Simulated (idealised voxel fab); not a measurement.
Process module heading - voxel capacitor over wiring
In the cross-section labelled cut, the width is 205 nm and each square cell is 5 nm.
Cross-section = grid of square cells, listed top down in bands; band = one or more rows. Within each band entry, the heights of the top and of the bottom of the band appear first, in that order and in nm; the materials of the band then follow from left to right, each with its corresponding width in nm. The designation "everywhere" on a single material indicates that it fills the band from edge to edge; the designation "empty" indicates empty space. Beneath 0, the wafer as received is one material, and that level is where height counting begins. The lowest band goes on downward without a bottom; it is written like "z 0 and below". When a width is written as two numbers, as in "30->40", the first number is the width in the top row of cells of the band and the second is the width in its bottom row, and the width changes by the same amount from each row to the next. Key: "no alterations made" - step with no changed cell in the cross-section. Look at "Closed void catalog" for the closed voids: empty spaces with no open path to the top, sized 8 cells or up. Each is width x height at distance, distance from the left edge, all nm. Note: text after step settings on the step line = simulator remark on that step. The optional step-line setting "overlay nm" applies to steps with a mask and quantifies how far to the right of its planned location the mask lay, a negative value indicating leftward placement.
Intended process steps:
1,RECEIVE: material Si
2,CONFORMAL_DEP: material SiO2, thk nm 15
3,DIRECTIONAL_DEP: material TiN, thk nm 5
4,DIRECTIONAL_DEP: material Ru, thk nm 20
5,PATTERN: tone cover, mask id METAL_1, material resist, width nm 25, pitch nm 90, thk nm 20, overlay nm 0
6,DIRECTIONAL_ETCH: etch materials Ru, depth nm 20
7,DIRECTIONAL_ETCH: etch materials TiN, depth nm 5
8,STRIP: etch materials resist
9,CONFORMAL_DEP: material SiCN, thk nm 5
10,FILL_DEP: material lowk, thk nm 5
11,CMP: height nm 40
12,CONFORMAL_DEP: material SiCN, thk nm 5
13,DIRECTIONAL_DEP: material SiO2, thk nm 10
14,PATTERN: tone open, mask id PLUG_1, material resist, width nm 15, thk nm 20, overlay nm 0
15,DIRECTIONAL_ETCH: etch materials SiO2, depth nm 10
16,DIRECTIONAL_ETCH: etch materials SiCN, depth nm 5
17,STRIP: etch materials resist
18,EPI: material Ru, thk nm 10
19,EPI: material Ru, thk nm 5
20,DIRECTIONAL_DEP: material TiN, thk nm 10
21,DIRECTIONAL_DEP: material Al2O3, thk nm 5
22,DIRECTIONAL_DEP: material TiN, thk nm 10
23,PATTERN: tone cover, mask id UPPER_PLATE, material resist, width nm 70, thk nm 15, overlay nm 0
24,DIRECTIONAL_ETCH: etch materials TiN, depth nm 10
25,DIRECTIONAL_ETCH: etch materials Al2O3, depth nm 5
26,STRIP: etch materials resist
27,PATTERN: tone cover, mask id LOWER_PLATE, material resist, width nm 80, thk nm 20, overlay nm 0
28,DIRECTIONAL_ETCH: etch materials TiN, depth nm 10
29,STRIP: etch materials resist
30,FILL_DEP: material SiO2, thk nm 20
31,CMP: height nm 95
32,DIRECTIONAL_DEP: material aC, thk nm 15
33,PATTERN: tone open, mask id PLUG_2, material resist, width nm 15, thk nm 30, overlay nm 0
34,DIRECTIONAL_ETCH: etch materials aC, depth nm 15
35,STRIP: etch materials resist
36,DIRECTIONAL_ETCH: etch materials SiO2, depth nm 15
37,STRIP: etch materials aC
38,CONFORMAL_DEP: material TiN, thk nm 5
39,FILL_DEP: material W, thk nm 10
40,CMP: height nm 95
41,CONFORMAL_DEP: material SiCN, thk nm 5
Concerning the first of two wafers, which was run in accordance with the plan:
Here's what the wafer looked like in cross-section when it arrived - that's after step 1:
	z 0 and below: Si everywhere
	Closed void catalog: none
The wafer in cross-section once step 2 is complete:
	z 15 to 0: SiO2 everywhere
	Rest of section, below 0: as before.
The wafer in cross-section once step 3 is complete:
	z 20 to 15: TiN everywhere
	Rest of section, below 15: as before.
The wafer in cross-section once step 4 is complete:
	z 40 to 20: Ru everywhere
	Rest of section, below 20: as before.
The wafer in cross-section once step 5 is complete:
	z 60 to 40: 45 empty  25 resist  65 empty  25 resist  45 empty
	Rest of section, below 40: as before.
The wafer in cross-section once step 6 is complete:
	z 60 to 40: 45 empty  25 resist  65 empty  25 resist  45 empty
	z 40 to 20: 45 empty  25 Ru  65 empty  25 Ru  45 empty
	Rest of section, below 20: as before.
The wafer in cross-section once step 7 is complete:
	z 60 to 40: 45 empty  25 resist  65 empty  25 resist  45 empty
	z 40 to 20: 45 empty  25 Ru  65 empty  25 Ru  45 empty
	z 20 to 15: 45 empty  25 TiN  65 empty  25 TiN  45 empty
	Rest of section, below 15: as before.
The wafer in cross-section once step 8 is complete:
	z 40 to 20: 45 empty  25 Ru  65 empty  25 Ru  45 empty
	Rest of section, below 20: as before.
The wafer in cross-section once step 9 is complete:
	z 45 to 40: 40 empty  35 SiCN  55 empty  35 SiCN  40 empty
	z 40 to 20: 40 empty  5 SiCN  25 Ru  5 SiCN  55 empty  5 SiCN  25 Ru  5 SiCN  40 empty
	z 20 to 15: 45 SiCN  25 TiN  65 SiCN  25 TiN  45 SiCN
	Rest of section, below 15: as before.
The wafer in cross-section once step 10 is complete:
	z 50 to 45: lowk everywhere
	z 45 to 40: 40 lowk  35 SiCN  55 lowk  35 SiCN  40 lowk
	z 40 to 20: 40 lowk  5 SiCN  25 Ru  5 SiCN  55 lowk  5 SiCN  25 Ru  5 SiCN  40 lowk
	Rest of section, below 20: as before.
The wafer in cross-section once step 11 is complete:
	z 40 to 20: 40 lowk  5 SiCN  25 Ru  5 SiCN  55 lowk  5 SiCN  25 Ru  5 SiCN  40 lowk
	Rest of section, below 20: as before.
The wafer in cross-section once step 12 is complete:
	z 45 to 40: SiCN everywhere
	Rest of section, below 40: as before.
The wafer in cross-section once step 13 is complete:
	z 55 to 45: SiO2 everywhere
	Rest of section, below 45: as before.
The wafer in cross-section once step 14 is complete:
	z 75 to 55: 55 resist  15 empty  135 resist
	Rest of section, below 55: as before.
The wafer in cross-section once step 15 is complete:
	z 75 to 55: 55 resist  15 empty  135 resist
	z 55 to 45: 55 SiO2  15 empty  135 SiO2
	Rest of section, below 45: as before.
The wafer in cross-section once step 16 is complete:
	z 75 to 55: 55 resist  15 empty  135 resist
	z 55 to 45: 55 SiO2  15 empty  135 SiO2
	z 45 to 40: 55 SiCN  15 empty  135 SiCN
	Rest of section, below 40: as before.
The wafer in cross-section once step 17 is complete:
	z 55 to 45: 55 SiO2  15 empty  135 SiO2
	Rest of section, below 45: as before.
The wafer in cross-section once step 18 is complete:
	z 55 to 50: 55 SiO2  15 empty  135 SiO2
	z 50 to 45: 55 SiO2  15 Ru  135 SiO2
	z 45 to 40: 55 SiCN  15 Ru  135 SiCN
	Rest of section, below 40: as before.
The wafer in cross-section once step 19 is complete:
	z 55 to 45: 55 SiO2  15 Ru  135 SiO2
	Rest of section, below 45: as before.
The wafer in cross-section once step 20 is complete:
	z 65 to 55: TiN everywhere
	Rest of section, below 55: as before.
The wafer in cross-section once step 21 is complete:
	z 70 to 65: Al2O3 everywhere
	Rest of section, below 65: as before.
The wafer in cross-section once step 22 is complete:
	z 80 to 70: TiN everywhere
	Rest of section, below 70: as before.
The wafer in cross-section once step 23 is complete:
	z 95 to 80: 55 empty  70 resist  80 empty
	Rest of section, below 80: as before.
The wafer in cross-section once step 24 is complete:
	z 95 to 80: 55 empty  70 resist  80 empty
	z 80 to 70: 55 empty  70 TiN  80 empty
	Rest of section, below 70: as before.
The wafer in cross-section once step 25 is complete:
	z 95 to 80: 55 empty  70 resist  80 empty
	z 80 to 70: 55 empty  70 TiN  80 empty
	z 70 to 65: 55 empty  70 Al2O3  80 empty
	Rest of section, below 65: as before.
The wafer in cross-section once step 26 is complete:
	z 80 to 70: 55 empty  70 TiN  80 empty
	Rest of section, below 70: as before.
The wafer in cross-section once step 27 is complete:
	z 100 to 80: 50 empty  80 resist  75 empty
	z 80 to 70: 50 empty  5 resist  70 TiN  5 resist  75 empty
	z 70 to 65: 50 empty  5 resist  70 Al2O3  5 resist  75 empty
	Rest of section, below 65: as before.
The wafer in cross-section once step 28 is complete:
	z 100 to 80: 50 empty  80 resist  75 empty
	z 80 to 70: 50 empty  5 resist  70 TiN  5 resist  75 empty
	z 70 to 65: 50 empty  5 resist  70 Al2O3  5 resist  75 empty
	z 65 to 55: 50 empty  80 TiN  75 empty
	Rest of section, below 55: as before.
The wafer in cross-section once step 29 is complete:
	z 80 to 70: 55 empty  70 TiN  80 empty
	z 70 to 65: 55 empty  70 Al2O3  80 empty
	Rest of section, below 65: as before.
The wafer in cross-section once step 30 is complete:
	z 100 to 80: SiO2 everywhere
	z 80 to 70: 55 SiO2  70 TiN  80 SiO2
	z 70 to 65: 55 SiO2  70 Al2O3  80 SiO2
	z 65 to 55: 50 SiO2  80 TiN  75 SiO2
	Rest of section, below 55: as before.
The wafer in cross-section once step 31 is complete:
	z 95 to 80: SiO2 everywhere
	Rest of section, below 80: as before.
The wafer in cross-section once step 32 is complete:
	z 110 to 95: aC everywhere
	Rest of section, below 95: as before.
The wafer in cross-section once step 33 is complete:
	z 140 to 110: 65 resist  15 empty  125 resist
	Rest of section, below 110: as before.
The wafer in cross-section once step 34 is complete:
	z 125 to 110: 65 resist  15 empty  125 resist
	z 110 to 95: 65 aC  15 empty  125 aC
	Rest of section, below 95: as before.
The wafer in cross-section once step 35 is complete:
	z 110 to 95: 65 aC  15 empty  125 aC
	Rest of section, below 95: as before.
The wafer in cross-section once step 36 is complete:
	z 110 to 95: 65 aC  15 empty  125 aC
	z 95 to 80: 65 SiO2  15 empty  125 SiO2
	Rest of section, below 80: as before.
The wafer in cross-section once step 37 is complete:
	z 95 to 80: 65 SiO2  15 empty  125 SiO2
	Rest of section, below 80: as before.
The wafer in cross-section once step 38 is complete:
	z 100 to 95: 70 TiN  5 empty  130 TiN
	z 95 to 85: 65 SiO2  5 TiN  5 empty  5 TiN  125 SiO2
	z 85 to 80: 65 SiO2  15 TiN  125 SiO2
	Rest of section, below 80: as before.
The wafer in cross-section once step 39 is complete:
	z 110 to 100: W everywhere
	z 100 to 95: 70 TiN  5 W  130 TiN
	z 95 to 85: 65 SiO2  5 TiN  5 W  5 TiN  125 SiO2
	Rest of section, below 85: as before.
The wafer in cross-section once step 40 is complete:
	z 95 to 85: 65 SiO2  5 TiN  5 W  5 TiN  125 SiO2
	Rest of section, below 85: as before.
The wafer in cross-section once step 41 is complete:
	z 100 to 95: SiCN everywhere
	Rest of section, below 95: as before.
Second wafer. Start and plan as for the first. One mistake made in running. Agrees with the first up to and including step 4:
Cross-sectional representation of the second wafer at the time designated in the plan for the completion of step 5:
	z 60 to 40: 45 resist  25 empty  65 resist  25 empty  45 resist
	Rest of section, below 40: as before.
Cross-sectional representation of the second wafer at the time designated in the plan for the completion of step 6:
	z 60 to 40: 45 resist  25 empty  65 resist  25 empty  45 resist
	z 40 to 20: 45 Ru  25 empty  65 Ru  25 empty  45 Ru
	Rest of section, below 20: as before.
Cross-sectional representation of the second wafer at the time designated in the plan for the completion of step 7:
	z 60 to 40: 45 resist  25 empty  65 resist  25 empty  45 resist
	z 40 to 20: 45 Ru  25 empty  65 Ru  25 empty  45 Ru
	z 20 to 15: 45 TiN  25 empty  65 TiN  25 empty  45 TiN
	Rest of section, below 15: as before.
Cross-sectional representation of the second wafer at the time designated in the plan for the completion of step 8:
	z 40 to 20: 45 Ru  25 empty  65 Ru  25 empty  45 Ru
	Rest of section, below 20: as before.
Cross-sectional representation of the second wafer at the time designated in the plan for the completion of step 9:
	z 45 to 40: 50 SiCN  15 empty  75 SiCN  15 empty  50 SiCN
	z 40 to 20: 45 Ru  5 SiCN  15 empty  5 SiCN  65 Ru  5 SiCN  15 empty  5 SiCN  45 Ru
	z 20 to 15: 45 TiN  25 SiCN  65 TiN  25 SiCN  45 TiN
	Rest of section, below 15: as before.
Cross-sectional representation of the second wafer at the time designated in the plan for the completion of step 10:
	z 50 to 45: lowk everywhere
	z 45 to 40: 50 SiCN  15 lowk  75 SiCN  15 lowk  50 SiCN
	z 40 to 20: 45 Ru  5 SiCN  15 lowk  5 SiCN  65 Ru  5 SiCN  15 lowk  5 SiCN  45 Ru
	Rest of section, below 20: as before.
Cross-sectional representation of the second wafer at the time designated in the plan for the completion of step 11:
	z 40 to 20: 45 Ru  5 SiCN  15 lowk  5 SiCN  65 Ru  5 SiCN  15 lowk  5 SiCN  45 Ru
	Rest of section, below 20: as before.
Cross-sectional representation of the second wafer at the time designated in the plan for the completion of step 12:
	z 45 to 40: SiCN everywhere
	Rest of section, below 40: as before.
Cross-sectional representation of the second wafer at the time designated in the plan for the completion of step 13:
	z 55 to 45: SiO2 everywhere
	Rest of section, below 45: as before.
Cross-sectional representation of the second wafer at the time designated in the plan for the completion of step 14:
	z 75 to 55: 55 resist  15 empty  135 resist
	Rest of section, below 55: as before.
Cross-sectional representation of the second wafer at the time designated in the plan for the completion of step 15:
	z 75 to 55: 55 resist  15 empty  135 resist
	z 55 to 45: 55 SiO2  15 empty  135 SiO2
	Rest of section, below 45: as before.
Cross-sectional representation of the second wafer at the time designated in the plan for the completion of step 16:
	z 75 to 55: 55 resist  15 empty  135 resist
	z 55 to 45: 55 SiO2  15 empty  135 SiO2
	z 45 to 40: 55 SiCN  15 empty  135 SiCN
	Rest of section, below 40: as before.
Cross-sectional representation of the second wafer at the time designated in the plan for the completion of step 17:
	z 55 to 45: 55 SiO2  15 empty  135 SiO2
	Rest of section, below 45: as before.
Cross-sectional representation of the second wafer at the time designated in the plan for the completion of step 18: no alterations made
Cross-sectional representation of the second wafer at the time designated in the plan for the completion of step 19: no alterations made
Cross-sectional representation of the second wafer at the time designated in the plan for the completion of step 20:
	z 65 to 55: 55 TiN  15 empty  135 TiN
	z 55 to 50: 55 SiO2  15 empty  135 SiO2
	z 50 to 45: 55 SiO2  15 TiN  135 SiO2
	z 45 to 40: 55 SiCN  15 TiN  135 SiCN
	Rest of section, below 40: as before.
Cross-sectional representation of the second wafer at the time designated in the plan for the completion of step 21:
	z 70 to 65: 55 Al2O3  15 empty  135 Al2O3
	z 65 to 55: 55 TiN  15 empty  135 TiN
	z 55 to 50: 55 SiO2  15 Al2O3  135 SiO2
	Rest of section, below 50: as before.
Cross-sectional representation of the second wafer at the time designated in the plan for the completion of step 22:
	z 80 to 70: 55 TiN  15 empty  135 TiN
	z 70 to 65: 55 Al2O3  15 empty  135 Al2O3
	z 65 to 55: TiN everywhere
	Rest of section, below 55: as before.
Cross-sectional representation of the second wafer at the time designated in the plan for the completion of step 23:
	z 95 to 80: 55 empty  70 resist  80 empty
	z 80 to 70: 55 TiN  15 resist  135 TiN
	z 70 to 65: 55 Al2O3  15 resist  135 Al2O3
	Rest of section, below 65: as before.
Cross-sectional representation of the second wafer at the time designated in the plan for the completion of step 24:
	z 95 to 80: 55 empty  70 resist  80 empty
	z 80 to 70: 55 empty  15 resist  55 TiN  80 empty
	Rest of section, below 70: as before.
Cross-sectional representation of the second wafer at the time designated in the plan for the completion of step 25:
	z 95 to 80: 55 empty  70 resist  80 empty
	z 80 to 70: 55 empty  15 resist  55 TiN  80 empty
	z 70 to 65: 55 empty  15 resist  55 Al2O3  80 empty
	Rest of section, below 65: as before.
Cross-sectional representation of the second wafer at the time designated in the plan for the completion of step 26:
	z 80 to 70: 70 empty  55 TiN  80 empty
	z 70 to 65: 70 empty  55 Al2O3  80 empty
	Rest of section, below 65: as before.
Cross-sectional representation of the second wafer at the time designated in the plan for the completion of step 27:
	z 100 to 80: 50 empty  80 resist  75 empty
	z 80 to 70: 50 empty  20 resist  55 TiN  5 resist  75 empty
	z 70 to 65: 50 empty  20 resist  55 Al2O3  5 resist  75 empty
	Rest of section, below 65: as before.
Cross-sectional representation of the second wafer at the time designated in the plan for the completion of step 28:
	z 100 to 80: 50 empty  80 resist  75 empty
	z 80 to 70: 50 empty  20 resist  55 TiN  5 resist  75 empty
	z 70 to 65: 50 empty  20 resist  55 Al2O3  5 resist  75 empty
	z 65 to 55: 50 empty  80 TiN  75 empty
	Rest of section, below 55: as before.
Cross-sectional representation of the second wafer at the time designated in the plan for the completion of step 29:
	z 80 to 70: 70 empty  55 TiN  80 empty
	z 70 to 65: 70 empty  55 Al2O3  80 empty
	Rest of section, below 65: as before.
Cross-sectional representation of the second wafer at the time designated in the plan for the completion of step 30:
	z 100 to 80: SiO2 everywhere
	z 80 to 70: 70 SiO2  55 TiN  80 SiO2
	z 70 to 65: 70 SiO2  55 Al2O3  80 SiO2
	z 65 to 55: 50 SiO2  80 TiN  75 SiO2
	Rest of section, below 55: as before.
Cross-sectional representation of the second wafer at the time designated in the plan for the completion of step 31:
	z 95 to 80: SiO2 everywhere
	Rest of section, below 80: as before.
Cross-sectional representation of the second wafer at the time designated in the plan for the completion of step 32:
	z 110 to 95: aC everywhere
	Rest of section, below 95: as before.
Cross-sectional representation of the second wafer at the time designated in the plan for the completion of step 33:
	z 140 to 110: 65 resist  15 empty  125 resist
	Rest of section, below 110: as before.
Cross-sectional representation of the second wafer at the time designated in the plan for the completion of step 34:
	z 125 to 110: 65 resist  15 empty  125 resist
	z 110 to 95: 65 aC  15 empty  125 aC
	Rest of section, below 95: as before.
Cross-sectional representation of the second wafer at the time designated in the plan for the completion of step 35:
	z 110 to 95: 65 aC  15 empty  125 aC
	Rest of section, below 95: as before.
Cross-sectional representation of the second wafer at the time designated in the plan for the completion of step 36:
	z 110 to 95: 65 aC  15 empty  125 aC
	z 95 to 80: 65 SiO2  15 empty  125 SiO2
	Rest of section, below 80: as before.
Cross-sectional representation of the second wafer at the time designated in the plan for the completion of step 37:
	z 95 to 80: 65 SiO2  15 empty  125 SiO2
	Rest of section, below 80: as before.
Cross-sectional representation of the second wafer at the time designated in the plan for the completion of step 38:
	z 100 to 95: 70 TiN  5 empty  130 TiN
	z 95 to 85: 65 SiO2  5 TiN  5 empty  5 TiN  125 SiO2
	z 85 to 80: 65 SiO2  15 TiN  125 SiO2
	Rest of section, below 80: as before.
Cross-sectional representation of the second wafer at the time designated in the plan for the completion of step 39:
	z 110 to 100: W everywhere
	z 100 to 95: 70 TiN  5 W  130 TiN
	z 95 to 85: 65 SiO2  5 TiN  5 W  5 TiN  125 SiO2
	Rest of section, below 85: as before.
Cross-sectional representation of the second wafer at the time designated in the plan for the completion of step 40:
	z 95 to 85: 65 SiO2  5 TiN  5 W  5 TiN  125 SiO2
	Rest of section, below 85: as before.
Cross-sectional representation of the second wafer at the time designated in the plan for the completion of step 41:
	z 100 to 95: SiCN everywhere
	Rest of section, below 95: as before.
Finding, execution versus plan: step 5 ran as: PATTERN: tone open, mask id METAL_1, material resist, width nm 25, pitch nm 90, thk nm 20, overlay nm 0
Cell-count delta at end, second wafer over first, by material: 75 more of Ru; 21 fewer of SiCN; 9 more of SiO2; 21 more of TiN; 84 fewer of lowk
